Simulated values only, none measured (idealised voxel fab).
process module | voxel gate over fins
The cross-section on display is named cut; it measures 160 nm wide, and its cells are 5 nm squares.
Throughout this document, each cross-section is represented as a grid of square cells and is presented as a sequence of bands enumerated from the top downward, where a band comprises one or more rows of cells. This entry defines a band. It first specifies the height of the band's top and the height of its bottom in nm, and then specifies the band's materials from left to right, stating each material with its width in nm. The word "edge to edge" identifies a single material that fills the band from edge to edge, while the word "air" identifies empty space. The level at which height equals 0 is the one under which the wafer, as it arrives, is entirely one material. No lower edge exists for the bottom band, which continues downward and is notated as in "0 and below". Width: "30 to 40" (first number = top row, second number = bottom row, same change from row to row of cells). The cross-section has no changed cell in any step marked "identical to before". "Closed void catalog" specifies each empty space that is not open to the top and that occupies no fewer than 8 cells, using the form width x height at distance, the distance measured from the left edge and all three quantities in nm. after a step's settings: what the simulator itself notes on the step. The "overlay nm" setting may appear on a step's line; for a step that uses a mask, it gives how far to the right of its planned position the mask lay, and a negative value indicates the left.
The following list gives the planned process steps
1 RECEIVE: material Si
2 CONFORMAL_DEP: material SiN, thk nm 5
3 PATTERN: tone cover, mask id FINS, material resist, width nm 15, pitch nm 50, thk nm 15, overlay nm 0
4 DIRECTIONAL_ETCH: etch materials SiN, depth nm 5
5 DIRECTIONAL_ETCH: etch materials Si, depth nm 40
6 STRIP: etch materials resist
7 FILL_DEP: material SiO2, thk nm 15
8 CMP: height nm 5
9 DIRECTIONAL_DEP: material aC, thk nm 15
10 PATTERN: tone open, mask id RAIL, material resist, width nm 15, thk nm 30, overlay nm 0
11 DIRECTIONAL_ETCH: etch materials aC, depth nm 15
12 STRIP: etch materials resist
13 DIRECTIONAL_ETCH: etch materials SiO2, depth nm 40
14 STRIP: etch materials aC
15 CONFORMAL_DEP: material TiN, thk nm 5
16 FILL_DEP: material Ru, thk nm 5
17 CMP: height nm 5
18 SELECTIVE_ETCH: etch materials W Ru TiN, depth nm 25
19 FILL_DEP: material SiO2, thk nm 5
20 CMP: height nm 5
21 SELECTIVE_ETCH: etch materials SiO2, depth nm 15
22 STRIP: etch materials SiN
23 CONFORMAL_DEP: material HfO2, thk nm 5
24 CONFORMAL_DEP: material TiN, thk nm 5
25 CONFORMAL_DEP: material TiAl, thk nm 5
26 CONFORMAL_DEP: material TiN, thk nm 5
27 FILL_DEP: material W, thk nm 15
28 CMP: height nm 30
29 CONFORMAL_DEP: material SiCN, thk nm 10
Step 1 complete: cross-section of the wafer as received
* 0 and below  Si edge to edge
* Closed void catalog: none
Wafer cross-section at module end: first of two, run to plan
* 40 down to 30  SiCN edge to edge
* 30 down to 20  W edge to edge
* 20 down to 15  TiN 155 nm  W 5 nm
* 15 down to 10  TiN 5 nm  TiAl 45 nm  TiN 5 nm  TiAl 45 nm  TiN 5 nm  TiAl 45 nm  TiN 5 nm  W 5 nm
* 10 down to 5  TiN 5 nm  TiAl 5 nm  TiN 35 nm  TiAl 5 nm  TiN 5 nm  TiAl 5 nm  TiN 35 nm  TiAl 5 nm  TiN 5 nm  TiAl 5 nm  TiN 35 nm  TiAl 5 nm  TiN 10 nm
* 5 down to 0  TiAl 10 nm  TiN 5 nm  HfO2 25 nm  TiN 5 nm  TiAl 15 nm  TiN 5 nm  HfO2 25 nm  TiN 5 nm  TiAl 15 nm  TiN 5 nm  HfO2 25 nm  TiN 5 nm  TiAl 15 nm
* 0 down to -5  TiN 15 nm  HfO2 5 nm  Si 15 nm  HfO2 5 nm  TiN 25 nm  HfO2 5 nm  Si 15 nm  HfO2 5 nm  TiN 25 nm  HfO2 5 nm  Si 15 nm  HfO2 5 nm  TiN 20 nm
* -5 down to -10  HfO2 20 nm  Si 15 nm  HfO2 35 nm  Si 15 nm  HfO2 35 nm  Si 15 nm  HfO2 25 nm
* -10 down to -20  SiO2 20 nm  Si 15 nm  SiO2 35 nm  Si 15 nm  SiO2 35 nm  Si 15 nm  SiO2 25 nm
* -20 down to -30  SiO2 20 nm  Si 15 nm  SiO2 10 nm  TiN 5 nm  Ru 5 nm  TiN 5 nm  SiO2 10 nm  Si 15 nm  SiO2 35 nm  Si 15 nm  SiO2 25 nm
* -30 down to -35  SiO2 20 nm  Si 15 nm  SiO2 10 nm  TiN 15 nm  SiO2 10 nm  Si 15 nm  SiO2 35 nm  Si 15 nm  SiO2 25 nm
* -35 down to -40  SiO2 20 nm  Si 15 nm  SiO2 35 nm  Si 15 nm  SiO2 35 nm  Si 15 nm  SiO2 25 nm
* -40 and below  Si edge to edge
* Closed void catalog: none
Wafer two, end of module, cross-section. Same start, same plan as wafer one. One mistake in the run
* 40 down to 30  SiCN edge to edge
* 30 down to 20  W edge to edge
* 20 down to 15  TiN 155 nm  W 5 nm
* 15 down to 10  TiN 5 nm  TiAl 45 nm  TiN 5 nm  TiAl 45 nm  TiN 5 nm  TiAl 45 nm  TiN 5 nm  W 5 nm
* 10 down to 5  TiN 5 nm  TiAl 5 nm  TiN 35 nm  TiAl 5 nm  TiN 5 nm  TiAl 5 nm  TiN 35 nm  TiAl 5 nm  TiN 5 nm  TiAl 5 nm  TiN 35 nm  TiAl 5 nm  TiN 10 nm
* 5 down to 0  TiAl 10 nm  TiN 5 nm  HfO2 25 nm  TiN 5 nm  TiAl 15 nm  TiN 5 nm  HfO2 25 nm  TiN 5 nm  TiAl 15 nm  TiN 5 nm  HfO2 25 nm  TiN 5 nm  TiAl 15 nm
* 0 down to -5  TiN 15 nm  HfO2 5 nm  Si 15 nm  HfO2 5 nm  TiN 25 nm  HfO2 5 nm  Si 15 nm  HfO2 5 nm  TiN 25 nm  HfO2 5 nm  Si 15 nm  HfO2 5 nm  TiN 20 nm
* -5 down to -10  HfO2 20 nm  Si 15 nm  HfO2 35 nm  Si 15 nm  HfO2 35 nm  Si 15 nm  HfO2 25 nm
* -10 down to -20  SiO2 20 nm  Si 15 nm  SiO2 35 nm  Si 15 nm  SiO2 35 nm  Si 15 nm  SiO2 25 nm
* -20 down to -30  SiO2 20 nm  Si 15 nm  SiO2 10 nm  TiN 5 nm  Ru 5 nm  TiN 5 nm  SiO2 10 nm  Si 15 nm  SiO2 35 nm  Si 15 nm  SiO2 25 nm
* -30 down to -35  SiO2 20 nm  Si 15 nm  SiO2 10 nm  TiN 15 nm  SiO2 10 nm  Si 15 nm  SiO2 35 nm  Si 15 nm  SiO2 25 nm
* -35 down to -50  SiO2 20 nm  Si 15 nm  SiO2 35 nm  Si 15 nm  SiO2 35 nm  Si 15 nm  SiO2 25 nm
* -50 and below  Si edge to edge
* Closed void catalog: none
The mistake made against the process plan was this: it should be noted that step 5 was executed with settings other than those planned, the operation and settings actually applied being DIRECTIONAL_ETCH: etch materials Si, depth nm 50
In the final state, the cell counts of the second wafer exceed or fall short of those of the first for the following materials: Si -46; SiO2 +46
